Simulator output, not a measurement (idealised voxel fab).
Proc. module: voxel ribs on slabs
The cross-section shown here is cut; it is 290 nm wide and divided into square cells measuring 5 nm on a side.
Cross-section format: a grid of square cells, given as bands from top to bottom; each band is one or more rows of cells.
What a band's entry tells you: where the top is and where the bottom is, as heights in nm, and after that what lies inside, material by material from left to right, each with its width in nm. Empty space is written as the word "blank", and a single material marked with the word "everywhere" occupies the band from edge to edge.
Height reference: 0 = level under which incoming wafer is all one material. Lowest band: no bottom, runs on downward, e.g. "0 nm and below".
You'd read "30 to 40" like this: the band's top row of cells is as wide as the first number, its bottom row is as wide as the second, and going down, every row changes width by the same amount as the row before did.
Step marked "nothing different"? Then no cell in the cross-section changed in it.
"Enclosed cavities" specifies each empty space that is not open to the top and that occupies no fewer than 8 cells, using the form width x height at distance, the distance measured from the left edge and all three quantities in nm.
Note: text after step settings on the step line = simulator remark on that step.
overlay nm: step with mask; distance mask lay right of planned place; negative value = left of planned place.
# The process steps that were planned are listed below
1 RECEIVE [material Si]
2 DIRECTIONAL_DEP [material SiO2] [thk nm 30]
3 DIRECTIONAL_DEP [material polySi] [thk nm 20]
4 MASKED_ETCH [tone cover] [mask id RIB] [width nm 25] [etch materials polySi] [depth nm 5] [overlay nm 0]
5 PATTERN [tone cover] [mask id SLAB] [material resist] [width nm 55] [thk nm 15] [overlay nm 0]
6 DIRECTIONAL_ETCH [etch materials polySi] [depth nm 15]
7 STRIP [etch materials resist]
8 FILL_DEP [material SiO2] [thk nm 20]
9 CMP [height nm 60]
10 DIRECTIONAL_DEP [material W] [thk nm 5]
11 MASKED_ETCH [tone cover] [mask id HEATER] [width nm 35] [etch materials W] [depth nm 5] [overlay nm 0]
12 CONFORMAL_DEP [material SiN] [thk nm 10]
# Wafer at receipt (post step 1), cross-section
	0 nm and below: Si everywhere
	Enclosed cavities: none
# first wafer at the end, as planned
	75 nm to 70 nm: blank 115; SiN 55; blank 120
	70 nm to 65 nm: SiN everywhere
	65 nm to 60 nm: SiN 125; W 35; SiN 130
	60 nm to 50 nm: SiO2 everywhere
	50 nm to 45 nm: SiO2 130; polySi 25; SiO2 135
	45 nm to 30 nm: SiO2 115; polySi 55; SiO2 120
	30 nm to 0 nm: SiO2 everywhere
	0 nm and below: Si everywhere
	Enclosed cavities: none
# Second wafer through the module, sectioned at the end: same beginning and same plan as the first wafer, with one mistake in carrying it out
	75 nm to 70 nm: blank 110; SiN 55; blank 125
	70 nm to 65 nm: SiN everywhere
	65 nm to 60 nm: SiN 120; W 35; SiN 135
	60 nm to 50 nm: SiO2 everywhere
	50 nm to 45 nm: SiO2 130; polySi 25; SiO2 135
	45 nm to 30 nm: SiO2 115; polySi 55; SiO2 120
	30 nm to 0 nm: SiO2 everywhere
	0 nm and below: Si everywhere
	Enclosed cavities: none
what went wrong: step 11: run off-plan, actual operation and settings MASKED_ETCH [tone cover] [mask id HEATER] [width nm 35] [etch materials W] [depth nm 5] [overlay nm -5]
Both wafers, final: cells per material equal; arrangement not.
